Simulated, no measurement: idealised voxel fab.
The following process module bears the name voxel tone inversion.
Shown is cross-section cut, with a width of 230 nm and square cells of size 5 nm.
Cross-section spec: square-cell grid; bands listed top down; each band is one or more rows. Each band's line starts with the height of the band's top and of its bottom, in nm. Then come its materials from left to right, each with its width in nm. One material with "all across" fills the band from edge to edge. "empty" is empty space. Measure heights from 0. That's the level where, below it, the as-received wafer is all one material. The lowest band is bottomless and extends downward; write it as in "0 -> down". A width given as "30->40" starts at the first number in the band's top row and ends at the second number in its bottom row, shifting by an equal amount at every step from row to row. "nothing got changed" -> step changed no cross-section cell. Closed-off voids of 8+ cells (no open route to the top) go in "Closed void roster", written width x height at distance from the left edge, in nm. Post-settings text on a step line: simulator's own remark regarding the step. The optional step-line setting "overlay nm" applies to steps with a mask and quantifies how far to the right of its planned location the mask lay, a negative value indicating leftward placement.
### The planned process steps are enumerated hereunder
1,RECEIVE,material Si
2,CONFORMAL_DEP,material SiN,thk nm 10
3,DIRECTIONAL_DEP,material polySi,thk nm 15
4,PATTERN,tone cover,mask id POSTS,material resist,width nm 15,pitch nm 30,thk nm 25,overlay nm 0
5,DIRECTIONAL_ETCH,etch materials polySi,depth nm 15
6,STRIP,etch materials resist
7,FILL_DEP,material lowk,thk nm 10
8,CMP,height nm 25
9,STRIP,etch materials polySi
10,CONFORMAL_DEP,material TiN,thk nm 5
11,FILL_DEP,material W,thk nm 10
12,CMP,height nm 25
13,CONFORMAL_DEP,material SiCN,thk nm 5
### As received (post step 1): cross-section
    0 -> down: Si all across
    Closed void roster: none
### Post-module cross-section of the first of two wafers (run per plan)
    30 -> 25: SiCN all across
    25 -> 15: lowk=60  TiN=5  W=5  TiN=5  lowk=15  TiN=5  W=5  TiN=5  lowk=15  TiN=5  W=5  TiN=5  lowk=15  TiN=5  W=5  TiN=5  lowk=65
    15 -> 10: lowk=60  TiN=15  lowk=15  TiN=15  lowk=15  TiN=15  lowk=15  TiN=15  lowk=65
    10 -> 0: SiN all across
    0 -> down: Si all across
    Closed void roster: none
### Wafer two (of two), end-of-module cross-section: start = wafer one, plan = wafer one, one run mistake
    30 -> 25: SiCN all across
    25 -> 15: W=55  TiN=5  lowk=15  TiN=5  W=5  TiN=5  lowk=15  TiN=5  W=5  TiN=5  lowk=15  TiN=5  W=5  TiN=5  lowk=15  TiN=5  W=60
    15 -> 10: TiN=60  lowk=15  TiN=15  lowk=15  TiN=15  lowk=15  TiN=15  lowk=15  TiN=65
    10 -> 0: SiN all across
    0 -> down: Si all across
    Closed void roster: none
Diagnosis: step 4 went in with a setting other than planned; the actual run was PATTERN,tone open,mask id POSTS,material resist,width nm 15,pitch nm 30,thk nm 25,overlay nm 0
The closing comparison, in cells, has the second wafer with more or fewer of some materials than the first: +22 TiN | +44 W | -66 lowk
